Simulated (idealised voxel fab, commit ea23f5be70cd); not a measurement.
The following process module bears the name voxel capacitor over wiring.
For reference, the cross-section in this document is cut, with width 230 nm and square cells of 5 nm.
A cross-section is a grid of square cells, given in bands from the top down. A band is one or more rows of cells. Within each band entry, the heights of the top and of the bottom of the band appear first, in that order and in nm; the materials of the band then follow from left to right, each with its corresponding width in nm. The designation "edge to edge" on a single material indicates that it fills the band from edge to edge; the designation "air" indicates empty space. Ref level 0: as-received wafer is one material below here. Bottom band extends down with no lower bound ("0 and below"). Top row gets the first number, bottom row gets the second, and each row in between changes by the same step: that is how a band width like "30..40" works. Where a step carries "nothing altered", the cross-section came out of it unchanged, cell for cell. If an empty space has no open way to the top and is at least 8 cells in size, "Fully sealed voids" lists it, written width x height at distance, where distance is measured from the left edge and every value is in nm. It should be noted that, on the line of a given step, the content following the step's settings is a remark produced by the simulator itself with respect to that step. "overlay nm" denotes, for a step that has a mask, the displacement of the mask to the right of its planned place, with negative values corresponding to the left.
**The following list gives the planned process steps**
1,RECEIVE: material Si
2,CONFORMAL_DEP: material SiO2, thk nm 15
3,CONFORMAL_DEP: material SiCN, thk nm 5
4,DIRECTIONAL_DEP: material lowk, thk nm 25
5,DIRECTIONAL_DEP: material aC, thk nm 15
6,PATTERN: tone open, mask id METAL_1, material resist, width nm 25, pitch nm 95, thk nm 35, overlay nm 0
7,DIRECTIONAL_ETCH: etch materials aC, depth nm 15
8,STRIP: etch materials resist
9,DIRECTIONAL_ETCH: etch materials lowk, depth nm 25
10,DIRECTIONAL_ETCH: etch materials SiCN, depth nm 5
11,STRIP: etch materials aC
12,CONFORMAL_DEP: material TiN, thk nm 5
13,FILL_DEP: material Ru, thk nm 5
14,CMP: height nm 45
15,CONFORMAL_DEP: material SiCN, thk nm 5
16,DIRECTIONAL_DEP: material lowk, thk nm 15
17,DIRECTIONAL_DEP: material aC, thk nm 15
18,PATTERN: tone open, mask id PLUG_1, material resist, width nm 15, thk nm 30, overlay nm -15
19,DIRECTIONAL_ETCH: etch materials aC, depth nm 15
20,STRIP: etch materials resist
21,DIRECTIONAL_ETCH: etch materials lowk, depth nm 15
22,DIRECTIONAL_ETCH: etch materials SiCN, depth nm 5
23,STRIP: etch materials aC
24,CONFORMAL_DEP: material TiN, thk nm 5
25,FILL_DEP: material W, thk nm 5
26,CMP: height nm 65
27,DIRECTIONAL_DEP: material TiN, thk nm 5
28,DIRECTIONAL_DEP: material Al2O3, thk nm 5
29,DIRECTIONAL_DEP: material TiN, thk nm 5
30,DIRECTIONAL_DEP: material aC, thk nm 10
31,PATTERN: tone cover, mask id UPPER_PLATE, material resist, width nm 75, thk nm 30, overlay nm 0
32,DIRECTIONAL_ETCH: etch materials aC, depth nm 10
33,STRIP: etch materials resist
34,DIRECTIONAL_ETCH: etch materials TiN, depth nm 5
35,DIRECTIONAL_ETCH: etch materials Al2O3, depth nm 5
36,STRIP: etch materials aC
37,MASKED_ETCH: tone cover, mask id LOWER_PLATE, width nm 85, etch materials TiN, depth nm 5, overlay nm 0
38,FILL_DEP: material SiO2, thk nm 20
39,CMP: height nm 95
40,PATTERN: tone open, mask id PLUG_2, material resist, width nm 15, thk nm 15, overlay nm 0
41,DIRECTIONAL_ETCH: etch materials SiO2, depth nm 15
42,STRIP: etch materials resist
43,CONFORMAL_DEP: material TiN, thk nm 5
44,FILL_DEP: material Cu, thk nm 5
45,CMP: height nm 95
46,CONFORMAL_DEP: material SiCN, thk nm 5
Every wafer here starts from the same state; it is the step 18 overlay nm that distinguishes them, and the value the plan gives belongs to the first wafer.
**The as-received cross-section of the first of several wafers corresponds to the state after step 1**
* 0 and below: Si edge to edge
* Fully sealed voids: none
**Here is the cross-section of the first of several wafers at the end of the module, after its last step, step 46**
* 100 down to 95: SiCN edge to edge
* 95 down to 85: SiO2 75, then TiN 5, then Cu 5, then TiN 5, then SiO2 140
* 85 down to 75: SiO2 75..65, then TiN 15..75, then SiO2 140..90
* 75 down to 70: SiO2 65, then Al2O3 75, then SiO2 90
* 70 down to 65: SiO2 60, then TiN 85, then SiO2 85
* 65 down to 50: lowk 50, then TiN 5, then W 5, then TiN 5, then lowk 165
* 50 down to 45: SiCN 50, then TiN 15, then SiCN 165
* 45 down to 20: lowk 55, then TiN 5, then Ru 15, then TiN 5, then lowk 70, then TiN 5, then Ru 15, then TiN 5, then lowk 55
* 20 down to 15: SiCN 55, then TiN 25, then SiCN 70, then TiN 25, then SiCN 55
* 15 down to 0: SiO2 edge to edge
* 0 and below: Si edge to edge
* Fully sealed voids: none
**Last-wafer cross-section at the end of the module**
* 100 down to 95: SiCN edge to edge
* 95 down to 85: SiO2 75, then TiN 5, then Cu 5, then TiN 5, then SiO2 140
* 85 down to 75: SiO2 75..65, then TiN 15..75, then SiO2 140..90
* 75 down to 70: SiO2 65, then Al2O3 75, then SiO2 90
* 70 down to 65: SiO2 60, then TiN 85, then SiO2 85
* 65 down to 50: lowk 80, then TiN 5, then W 5, then TiN 5, then lowk 135
* 50 down to 45: SiCN 80, then TiN 15, then SiCN 135
* 45 down to 20: lowk 55, then TiN 5, then Ru 15, then TiN 5, then lowk 70, then TiN 5, then Ru 15, then TiN 5, then lowk 55
* 20 down to 15: SiCN 55, then TiN 25, then SiCN 70, then TiN 25, then SiCN 55
* 15 down to 0: SiO2 edge to edge
* 0 and below: Si edge to edge
* Fully sealed voids: none
**Row per wafer, end-of-module: cell gain (+)/loss (-) by material since the wafer came in, then closed voids**
overlay nm -15; +15 Al2O3; +2 Cu; +30 Ru; +125 SiCN; +358 SiO2; +78 TiN; +3 W; +309 lowk; Fully sealed voids: none
overlay nm -10; +15 Al2O3; +2 Cu; +30 Ru; +125 SiCN; +358 SiO2; +78 TiN; +3 W; +309 lowk; Fully sealed voids: none
overlay nm -5; +15 Al2O3; +2 Cu; +30 Ru; +125 SiCN; +358 SiO2; +78 TiN; +3 W; +309 lowk; Fully sealed voids: none
overlay nm 0; +15 Al2O3; +2 Cu; +30 Ru; +125 SiCN; +358 SiO2; +78 TiN; +3 W; +309 lowk; Fully sealed voids: none
overlay nm 5; +15 Al2O3; +2 Cu; +30 Ru; +125 SiCN; +358 SiO2; +78 TiN; +3 W; +309 lowk; Fully sealed voids: none
overlay nm 10; +15 Al2O3; +2 Cu; +30 Ru; +125 SiCN; +358 SiO2; +78 TiN; +3 W; +309 lowk; Fully sealed voids: none
overlay nm 15; +15 Al2O3; +2 Cu; +30 Ru; +125 SiCN; +358 SiO2; +78 TiN; +3 W; +309 lowk; Fully sealed voids: none
